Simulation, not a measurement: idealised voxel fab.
Herein follows the process module entitled voxel self aligned contacts.
cross-section cut | 300 nm wide | cells 5 nm
Cross-section spec: square-cell grid; bands listed top down; each band is one or more rows.
In this notation a band is specified by the heights of its top and bottom, in that order and in nm, after which its materials appear from left to right, each paired with its width in nm. The word "edge to edge" attached to a single material means that material fills the band from edge to edge; the word "empty" stands for empty space.
Convention: height 0 is the level below which the wafer, as received, is all one material. The lowest band does not terminate at the bottom but continues downward, represented as "0 down".
It should be noted that a width expressed as "30->40" varies in equal increments from row to row of cells within the band, taking the value of the first number at the top row and that of the second number at the bottom row.
You'll sometimes find "nothing got changed" written for a step, and that's the way of saying that nowhere in the cross-section did a cell change during that step.
"Fully sealed voids" - sealed voids, min. 8 cells, no opening to top; format: width x height at distance (distance from left edge; nm throughout).
On each step's line, the part that comes after the settings is the simulator's own comment on the step.
When a step includes a mask, the "overlay nm" setting on its line states how far to the right of its planned place that mask lay, and negative values state how far to the left.

PROCESS STEPS (PLANNED)
1) RECEIVE, material Si
2) CONFORMAL_DEP, material SiO2, thk nm 5
3) DIRECTIONAL_DEP, material polySi, thk nm 20
4) DIRECTIONAL_DEP, material SiN, thk nm 20
5) MASKED_ETCH, tone cover, mask id GATE, width nm 35, pitch nm 60, etch materials SiN, depth nm 20, overlay nm 0
6) MASKED_ETCH, tone cover, mask id GATE, width nm 35, pitch nm 60, etch materials polySi, depth nm 20, overlay nm 0
7) CONFORMAL_DEP, material SiN, thk nm 5
8) DIRECTIONAL_ETCH, etch materials SiN, depth nm 5
9) FILL_DEP, material SiO2, thk nm 15
10) CMP, height nm 50
11) PATTERN, tone open, mask id CONTACT, material resist, width nm 45, thk nm 15, overlay nm 0
12) DIRECTIONAL_ETCH, etch materials SiO2, depth nm 50
13) STRIP, etch materials resist
14) CONFORMAL_DEP, material TiN, thk nm 5
15) FILL_DEP, material W, thk nm 10
16) CMP, height nm 50
17) CONFORMAL_DEP, material SiN, thk nm 5

OF TWO WAFERS, THE FIRST: RUN ACCORDING TO PLAN

HERE'S WHAT THE WAFER LOOKED LIKE IN CROSS-SECTION WHEN IT ARRIVED - THAT'S AFTER STEP 1
  0 down  Si edge to edge
  Fully sealed voids: none

ONCE STEP 2 IS THROUGH, THE WAFER LOOKS LIKE THIS IN CROSS-SECTION
  5 to 0  SiO2 edge to edge
  Whatever lies below 0 is exactly as it was before.

ONCE STEP 3 IS THROUGH, THE WAFER LOOKS LIKE THIS IN CROSS-SECTION
  25 to 5  polySi edge to edge
  Whatever lies below 5 is exactly as it was before.

ONCE STEP 4 IS THROUGH, THE WAFER LOOKS LIKE THIS IN CROSS-SECTION
  45 to 25  SiN edge to edge
  Whatever lies below 25 is exactly as it was before.

ONCE STEP 5 IS THROUGH, THE WAFER LOOKS LIKE THIS IN CROSS-SECTION
  45 to 25  empty (100) | SiN (35) | empty (25) | SiN (35) | empty (105)
  Whatever lies below 25 is exactly as it was before.

ONCE STEP 6 IS THROUGH, THE WAFER LOOKS LIKE THIS IN CROSS-SECTION
  45 to 25  empty (100) | SiN (35) | empty (25) | SiN (35) | empty (105)
  25 to 5  empty (100) | polySi (35) | empty (25) | polySi (35) | empty (105)
  Whatever lies below 5 is exactly as it was before.

ONCE STEP 7 IS THROUGH, THE WAFER LOOKS LIKE THIS IN CROSS-SECTION
  50 to 25  empty (95) | SiN (45) | empty (15) | SiN (45) | empty (100)
  25 to 10  empty (95) | SiN (5) | polySi (35) | SiN (5) | empty (15) | SiN (5) | polySi (35) | SiN (5) | empty (100)
  10 to 5  SiN (100) | polySi (35) | SiN (25) | polySi (35) | SiN (105)
  Whatever lies below 5 is exactly as it was before.

ONCE STEP 8 IS THROUGH, THE WAFER LOOKS LIKE THIS IN CROSS-SECTION
  45 to 25  empty (95) | SiN (45) | empty (15) | SiN (45) | empty (100)
  25 to 5  empty (95) | SiN (5) | polySi (35) | SiN (5) | empty (15) | SiN (5) | polySi (35) | SiN (5) | empty (100)
  Whatever lies below 5 is exactly as it was before.

ONCE STEP 9 IS THROUGH, THE WAFER LOOKS LIKE THIS IN CROSS-SECTION
  60 to 45  SiO2 edge to edge
  45 to 25  SiO2 (95) | SiN (45) | SiO2 (15) | SiN (45) | SiO2 (100)
  25 to 5  SiO2 (95) | SiN (5) | polySi (35) | SiN (5) | SiO2 (15) | SiN (5) | polySi (35) | SiN (5) | SiO2 (100)
  Whatever lies below 5 is exactly as it was before.

ONCE STEP 10 IS THROUGH, THE WAFER LOOKS LIKE THIS IN CROSS-SECTION
  50 to 45  SiO2 edge to edge
  Whatever lies below 45 is exactly as it was before.

ONCE STEP 11 IS THROUGH, THE WAFER LOOKS LIKE THIS IN CROSS-SECTION
  65 to 50  resist (125) | empty (45) | resist (130)
  Whatever lies below 50 is exactly as it was before.

ONCE STEP 12 IS THROUGH, THE WAFER LOOKS LIKE THIS IN CROSS-SECTION
  65 to 50  resist (125) | empty (45) | resist (130)
  50 to 45  SiO2 (125) | empty (45) | SiO2 (130)
  45 to 25  SiO2 (95) | SiN (45) | empty (15) | SiN (45) | SiO2 (100)
  25 to 5  SiO2 (95) | SiN (5) | polySi (35) | SiN (5) | empty (15) | SiN (5) | polySi (35) | SiN (5) | SiO2 (100)
  5 to 0  SiO2 (140) | empty (15) | SiO2 (145)
  Whatever lies below 0 is exactly as it was before.

ONCE STEP 13 IS THROUGH, THE WAFER LOOKS LIKE THIS IN CROSS-SECTION
  50 to 45  SiO2 (125) | empty (45) | SiO2 (130)
  Whatever lies below 45 is exactly as it was before.

ONCE STEP 14 IS THROUGH, THE WAFER LOOKS LIKE THIS IN CROSS-SECTION
  55 to 50  TiN (130) | empty (35) | TiN (135)
  50 to 45  SiO2 (125) | TiN (20) | empty (5) | TiN (20) | SiO2 (130)
  45 to 25  SiO2 (95) | SiN (45) | TiN (5) | empty (5) | TiN (5) | SiN (45) | SiO2 (100)
  25 to 5  SiO2 (95) | SiN (5) | polySi (35) | SiN (5) | TiN (5) | empty (5) | TiN (5) | SiN (5) | polySi (35) | SiN (5) | SiO2 (100)
  5 to 0  SiO2 (140) | TiN (15) | SiO2 (145)
  Whatever lies below 0 is exactly as it was before.

ONCE STEP 15 IS THROUGH, THE WAFER LOOKS LIKE THIS IN CROSS-SECTION
  65 to 55  W edge to edge
  55 to 50  TiN (130) | W (35) | TiN (135)
  50 to 45  SiO2 (125) | TiN (20) | W (5) | TiN (20) | SiO2 (130)
  45 to 25  SiO2 (95) | SiN (45) | TiN (5) | W (5) | TiN (5) | SiN (45) | SiO2 (100)
  25 to 5  SiO2 (95) | SiN (5) | polySi (35) | SiN (5) | TiN (5) | W (5) | TiN (5) | SiN (5) | polySi (35) | SiN (5) | SiO2 (100)
  Whatever lies below 5 is exactly as it was before.

ONCE STEP 16 IS THROUGH, THE WAFER LOOKS LIKE THIS IN CROSS-SECTION
  50 to 45  SiO2 (125) | TiN (20) | W (5) | TiN (20) | SiO2 (130)
  Whatever lies below 45 is exactly as it was before.

ONCE STEP 17 IS THROUGH, THE WAFER LOOKS LIKE THIS IN CROSS-SECTION
  55 to 50  SiN edge to edge
  Whatever lies below 50 is exactly as it was before.

SECOND WAFER, SAME STARTING STATE AND PLAN AS THE FIRST, ONE MISTAKE IN THE RUN, IDENTICAL THROUGH STEP 4

CROSS-SECTION OF THE SECOND WAFER AT THE TIME BY WHICH STEP 5 SHOULD HAVE BEEN COMPLETED ACCORDING TO THE PLAN
  45 to 25  empty (110) | SiN (35) | empty (25) | SiN (35) | empty (95)
  Whatever lies below 25 is exactly as it was before.

CROSS-SECTION OF THE SECOND WAFER AT THE TIME BY WHICH STEP 6 SHOULD HAVE BEEN COMPLETED ACCORDING TO THE PLAN
  45 to 25  empty (110) | SiN (35) | empty (25) | SiN (35) | empty (95)
  25 to 5  empty (100) | polySi (45) | empty (15) | polySi (45) | empty (95)
  Whatever lies below 5 is exactly as it was before.

CROSS-SECTION OF THE SECOND WAFER AT THE TIME BY WHICH STEP 7 SHOULD HAVE BEEN COMPLETED ACCORDING TO THE PLAN
  50 to 30  empty (105) | SiN (45) | empty (15) | SiN (45) | empty (90)
  30 to 25  empty (95) | SiN (55) | empty (5) | SiN (55) | empty (90)
  25 to 10  empty (95) | SiN (5) | polySi (45) | SiN (5) | empty (5) | SiN (5) | polySi (45) | SiN (5) | empty (90)
  10 to 5  SiN (100) | polySi (45) | SiN (15) | polySi (45) | SiN (95)
  Whatever lies below 5 is exactly as it was before.

CROSS-SECTION OF THE SECOND WAFER AT THE TIME BY WHICH STEP 8 SHOULD HAVE BEEN COMPLETED ACCORDING TO THE PLAN
  45 to 25  empty (105) | SiN (45) | empty (15) | SiN (45) | empty (90)
  25 to 5  empty (95) | SiN (5) | polySi (45) | SiN (5) | empty (5) | SiN (5) | polySi (45) | SiN (5) | empty (90)
  Whatever lies below 5 is exactly as it was before.

CROSS-SECTION OF THE SECOND WAFER AT THE TIME BY WHICH STEP 9 SHOULD HAVE BEEN COMPLETED ACCORDING TO THE PLAN
  60 to 45  SiO2 edge to edge
  45 to 25  SiO2 (105) | SiN (45) | SiO2 (15) | SiN (45) | SiO2 (90)
  25 to 5  SiO2 (95) | SiN (5) | polySi (45) | SiN (5) | SiO2 (5) | SiN (5) | polySi (45) | SiN (5) | SiO2 (90)
  Whatever lies below 5 is exactly as it was before.

CROSS-SECTION OF THE SECOND WAFER AT THE TIME BY WHICH STEP 10 SHOULD HAVE BEEN COMPLETED ACCORDING TO THE PLAN
  50 to 45  SiO2 edge to edge
  Whatever lies below 45 is exactly as it was before.

CROSS-SECTION OF THE SECOND WAFER AT THE TIME BY WHICH STEP 11 SHOULD HAVE BEEN COMPLETED ACCORDING TO THE PLAN
  65 to 50  resist (125) | empty (45) | resist (130)
  Whatever lies below 50 is exactly as it was before.

CROSS-SECTION OF THE SECOND WAFER AT THE TIME BY WHICH STEP 12 SHOULD HAVE BEEN COMPLETED ACCORDING TO THE PLAN
  65 to 50  resist (125) | empty (45) | resist (130)
  50 to 45  SiO2 (125) | empty (45) | SiO2 (130)
  45 to 25  SiO2 (105) | SiN (45) | empty (15) | SiN (45) | SiO2 (90)
  25 to 5  SiO2 (95) | SiN (5) | polySi (45) | SiN (5) | empty (5) | SiN (5) | polySi (45) | SiN (5) | SiO2 (90)
  5 to 0  SiO2 (150) | empty (5) | SiO2 (145)
  Whatever lies below 0 is exactly as it was before.

CROSS-SECTION OF THE SECOND WAFER AT THE TIME BY WHICH STEP 13 SHOULD HAVE BEEN COMPLETED ACCORDING TO THE PLAN
  50 to 45  SiO2 (125) | empty (45) | SiO2 (130)
  Whatever lies below 45 is exactly as it was before.

CROSS-SECTION OF THE SECOND WAFER AT THE TIME BY WHICH STEP 14 SHOULD HAVE BEEN COMPLETED ACCORDING TO THE PLAN
  55 to 50  TiN (130) | empty (35) | TiN (135)
  50 to 45  SiO2 (125) | TiN (30) | empty (5) | TiN (10) | SiO2 (130)
  45 to 30  SiO2 (105) | SiN (45) | TiN (5) | empty (5) | TiN (5) | SiN (45) | SiO2 (90)
  30 to 25  SiO2 (105) | SiN (45) | TiN (15) | SiN (45) | SiO2 (90)
  25 to 5  SiO2 (95) | SiN (5) | polySi (45) | SiN (5) | TiN (5) | SiN (5) | polySi (45) | SiN (5) | SiO2 (90)
  5 to 0  SiO2 (150) | TiN (5) | SiO2 (145)
  Whatever lies below 0 is exactly as it was before.

CROSS-SECTION OF THE SECOND WAFER AT THE TIME BY WHICH STEP 15 SHOULD HAVE BEEN COMPLETED ACCORDING TO THE PLAN
  65 to 55  W edge to edge
  55 to 50  TiN (130) | W (35) | TiN (135)
  50 to 45  SiO2 (125) | TiN (30) | W (5) | TiN (10) | SiO2 (130)
  45 to 30  SiO2 (105) | SiN (45) | TiN (5) | W (5) | TiN (5) | SiN (45) | SiO2 (90)
  Whatever lies below 30 is exactly as it was before.

CROSS-SECTION OF THE SECOND WAFER AT THE TIME BY WHICH STEP 16 SHOULD HAVE BEEN COMPLETED ACCORDING TO THE PLAN
  50 to 45  SiO2 (125) | TiN (30) | W (5) | TiN (10) | SiO2 (130)
  Whatever lies below 45 is exactly as it was before.

CROSS-SECTION OF THE SECOND WAFER AT THE TIME BY WHICH STEP 17 SHOULD HAVE BEEN COMPLETED ACCORDING TO THE PLAN
  55 to 50  SiN edge to edge
  Whatever lies below 50 is exactly as it was before.
Heads up, the wafer didn't run the way we planned it: step 5 ran as: MASKED_ETCH, tone cover, mask id GATE, width nm 35, pitch nm 60, etch materials SiN, depth nm 20, overlay nm 10
At the finish, the second wafer shows more or fewer cells for some materials than the first does: -6 SiO2 | -5 TiN | -5 W | +16 polySi
